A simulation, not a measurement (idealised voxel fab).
process module | voxel capacitor over wiring
cross-section cut | 295 nm wide | cells 5 nm
A cross-section is a grid of square cells, given in bands from the top down. A band is one or more rows of cells.
Each band's line starts with the height of the band's top and of its bottom, in nm. Then come its materials from left to right, each with its width in nm. One material with "throughout" fills the band from edge to edge. "air" is empty space.
Height 0 is the level under which the wafer as received is all one material. The lowest band goes on downwards, as in "0 down".
A width such as "30 to 40" changes by the same amount from each row of cells to the next, from the band's top row to its bottom row.
"no change" after a step means that no cell of the cross-section changed.
closed voids: empty space of 8 cells or more with no open way to the top, each as width x height at its distance from the left edge, in nm
after a step's settings: what the simulator itself notes on the step
overlay nm, on a step with a mask: how far to the right of its planned place the mask lay; to the left if negative
plan
1 op RECEIVE | material Si
2 op CONFORMAL_DEP | material SiO2 | thk nm 10
3 op DIRECTIONAL_DEP | material TiN | thk nm 5
4 op DIRECTIONAL_DEP | material W | thk nm 20
5 op MASKED_ETCH | tone cover | mask id METAL_1 | width nm 30 | pitch nm 100 | etch materials W | depth nm 20 | overlay nm 0
6 op MASKED_ETCH | tone cover | mask id METAL_1 | width nm 30 | pitch nm 100 | etch materials TiN | depth nm 5 | overlay nm 0
7 op FILL_DEP | material SiO2 | thk nm 5
8 op CMP | height nm 35
9 op CONFORMAL_DEP | material SiCN | thk nm 5
10 op DIRECTIONAL_DEP | material lowk | thk nm 20
11 op MASKED_ETCH | tone open | mask id PLUG_1 | width nm 15 | etch materials lowk | depth nm 20 | overlay nm 0
12 op MASKED_ETCH | tone open | mask id PLUG_1 | width nm 15 | etch materials SiCN | depth nm 5 | overlay nm 0
13 op EPI | material Ru | thk nm 10
14 op EPI | material Ru | thk nm 10
15 op EPI | material Ru | thk nm 5
16 op DIRECTIONAL_DEP | material TiN | thk nm 5
17 op DIRECTIONAL_DEP | material Al2O3 | thk nm 5
18 op DIRECTIONAL_DEP | material TiN | thk nm 5
19 op DIRECTIONAL_DEP | material aC | thk nm 15
20 op PATTERN | tone cover | mask id UPPER_PLATE | material resist | width nm 75 | thk nm 30 | overlay nm 0
21 op DIRECTIONAL_ETCH | etch materials aC | depth nm 15
22 op STRIP | etch materials resist
23 op DIRECTIONAL_ETCH | etch materials TiN | depth nm 5
24 op DIRECTIONAL_ETCH | etch materials Al2O3 | depth nm 5
25 op STRIP | etch materials aC
26 op DIRECTIONAL_DEP | material aC | thk nm 10
27 op PATTERN | tone cover | mask id LOWER_PLATE | material resist | width nm 85 | thk nm 30 | overlay nm 0
28 op DIRECTIONAL_ETCH | etch materials aC | depth nm 10
29 op STRIP | etch materials resist
30 op DIRECTIONAL_ETCH | etch materials TiN | depth nm 5
31 op STRIP | etch materials aC
32 op FILL_DEP | material SiO2 | thk nm 20
33 op CMP | height nm 90
34 op PATTERN | tone open | mask id PLUG_2 | material resist | width nm 15 | thk nm 15 | overlay nm 0
35 op DIRECTIONAL_ETCH | etch materials SiO2 | depth nm 15
36 op STRIP | etch materials resist
37 op CONFORMAL_DEP | material TiN | thk nm 5
38 op FILL_DEP | material Ru | thk nm 10
39 op CMP | height nm 90
40 op CONFORMAL_DEP | material SiCN | thk nm 5
as received, after step 1
  0 down: Si throughout
  closed voids: none
first wafer at the end, as planned
  95 to 90: SiCN throughout
  90 to 80: SiO2 105 | TiN 5 | Ru 5 | TiN 5 | SiO2 175
  80 to 70: SiO2 105 to 95 | TiN 15 to 75 | SiO2 175 to 125
  70 to 65: SiO2 95 | Al2O3 75 | SiO2 125
  65 to 60: SiO2 90 | TiN 85 | SiO2 120
  60 to 40: lowk 95 | Ru 15 | lowk 185
  40 to 35: SiCN 95 | Ru 15 | SiCN 185
  35 to 15: SiO2 80 | W 30 | SiO2 70 | W 30 | SiO2 85
  15 to 10: SiO2 80 | TiN 30 | SiO2 70 | TiN 30 | SiO2 85
  10 to 0: SiO2 throughout
  0 down: Si throughout
  closed voids: none
second wafer at the end: like start, like plan, one mistake
  95 to 90: SiCN throughout
  90 to 80: SiO2 105 | TiN 5 | Ru 5 | TiN 5 | SiO2 175
  80 to 70: SiO2 105 to 100 | TiN 15 to 65 | SiO2 175 to 130
  70 to 65: SiO2 100 | Al2O3 65 | SiO2 130
  65 to 60: SiO2 90 | TiN 85 | SiO2 120
  60 to 40: lowk 95 | Ru 15 | lowk 185
  40 to 35: SiCN 95 | Ru 15 | SiCN 185
  35 to 15: SiO2 80 | W 30 | SiO2 70 | W 30 | SiO2 85
  15 to 10: SiO2 80 | TiN 30 | SiO2 70 | TiN 30 | SiO2 85
  10 to 0: SiO2 throughout
  0 down: Si throughout
  closed voids: none
what went wrong: step 20 ran as: op PATTERN | tone cover | mask id UPPER_PLATE | material resist | width nm 65 | thk nm 30 | overlay nm 0
at the end the second wafer has, in cells: 2 fewer of Al2O3 | 4 more of SiO2 | 2 fewer of TiN
